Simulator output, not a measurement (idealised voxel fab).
Process module under the name voxel fin reveal
The cross-section on display is named cut; it measures 255 nm wide, and its cells are 5 nm squares.
For the purposes of this document, a cross-section shall be understood as a grid of square cells, specified as bands listed in top-to-bottom order, each band consisting of one or more rows of cells. Read a band's entry like this: the first values are the height of its top and the height of its bottom in nm, and what follows is the sequence of materials from left to right, each with its width in nm. Note that "empty" is empty space, and that a single material marked "full width" reaches across the band from edge to edge. Heads up on the height convention: 0 is the point under which the incoming wafer is all one material, and the lowest band has no bottom, it just keeps going down, like "0..down". Top row gets the first number, bottom row gets the second, and each row in between changes by the same step: that is how a band width like "30..40" works. Step marked "remains unaltered"? Then no cell in the cross-section changed in it. Closed-off voids of 8+ cells (no open route to the top) go in "Encapsulated voids", written width x height at distance from the left edge, in nm. after a step's settings: what the simulator itself notes on the step. overlay nm: on a step with a mask, how far right of its planned place the mask lay; negative means left.

**The steps planned for the process are as follows**
1: RECEIVE: material Si
2: CONFORMAL_DEP: material SiN, thk nm 10
3: MASKED_ETCH: tone cover, mask id FINS, width nm 15, pitch nm 35, etch materials SiN, depth nm 10, overlay nm 0
4: MASKED_ETCH: tone cover, mask id FINS, width nm 15, pitch nm 35, etch materials Si, depth nm 35, overlay nm 0
5: FILL_DEP: material SiO2, thk nm 15
6: CMP: height nm 10
7: SELECTIVE_ETCH: etch materials SiO2, depth nm 20
8: STRIP: etch materials SiN

**Below: the first of two wafers, run as planned**

**Here's what the wafer looked like in cross-section when it arrived - that's after step 1**
- 0..down: Si full width
- Encapsulated voids: none

**Wafer section view after processing step 2**
- 10..0: SiN full width
- Below 0, the layers are the same as they were.

**Wafer section view after processing step 3**
- 10..0: empty (65), then SiN (15), then empty (20), then SiN (15), then empty (20), then SiN (15), then empty (20), then SiN (15), then empty (70)
- Below 0, the layers are the same as they were.

**Wafer section view after processing step 4**
- 10..0: empty (65), then SiN (15), then empty (20), then SiN (15), then empty (20), then SiN (15), then empty (20), then SiN (15), then empty (70)
- 0..-35: empty (65), then Si (15), then empty (20), then Si (15), then empty (20), then Si (15), then empty (20), then Si (15), then empty (70)
- Below -35, the layers are the same as they were.

**Wafer section view after processing step 5**
- 25..10: SiO2 full width
- 10..0: SiO2 (65), then SiN (15), then SiO2 (20), then SiN (15), then SiO2 (20), then SiN (15), then SiO2 (20), then SiN (15), then SiO2 (70)
- 0..-35: SiO2 (65), then Si (15), then SiO2 (20), then Si (15), then SiO2 (20), then Si (15), then SiO2 (20), then Si (15), then SiO2 (70)
- Below -35, the layers are the same as they were.

**Wafer section view after processing step 6**
- 10..0: SiO2 (65), then SiN (15), then SiO2 (20), then SiN (15), then SiO2 (20), then SiN (15), then SiO2 (20), then SiN (15), then SiO2 (70)
- Below 0, the layers are the same as they were.

**Wafer section view after processing step 7**
- 10..0: empty (65), then SiN (15), then empty (20), then SiN (15), then empty (20), then SiN (15), then empty (20), then SiN (15), then empty (70)
- 0..-10: empty (65), then Si (15), then empty (20), then Si (15), then empty (20), then Si (15), then empty (20), then Si (15), then empty (70)
- Below -10, the layers are the same as they were.

**Wafer section view after processing step 8**
- 0..-10: empty (65), then Si (15), then empty (20), then Si (15), then empty (20), then Si (15), then empty (20), then Si (15), then empty (70)
- Below -10, the layers are the same as they were.

**The second wafer was prepared from the same starting point and under the same plan as the first; its processing contained one mistake, and it remains indistinguishable from the first wafer up to and including step 7**

**Cross-section: second wafer, time at which step 8 was scheduled to end**
- 10..0: empty (65), then SiN (15), then empty (20), then SiN (15), then empty (20), then SiN (15), then empty (20), then SiN (15), then empty (70)
- 0..-35: empty (65), then Si (15), then empty (20), then Si (15), then empty (20), then Si (15), then empty (20), then Si (15), then empty (70)
- Below -35, the layers are the same as they were.
Diagnosis: step 8 off recipe, ran as STRIP: etch materials SiO2
Final tally in cells, some materials are higher or lower on the second wafer than on the first: SiN +24; SiO2 -195
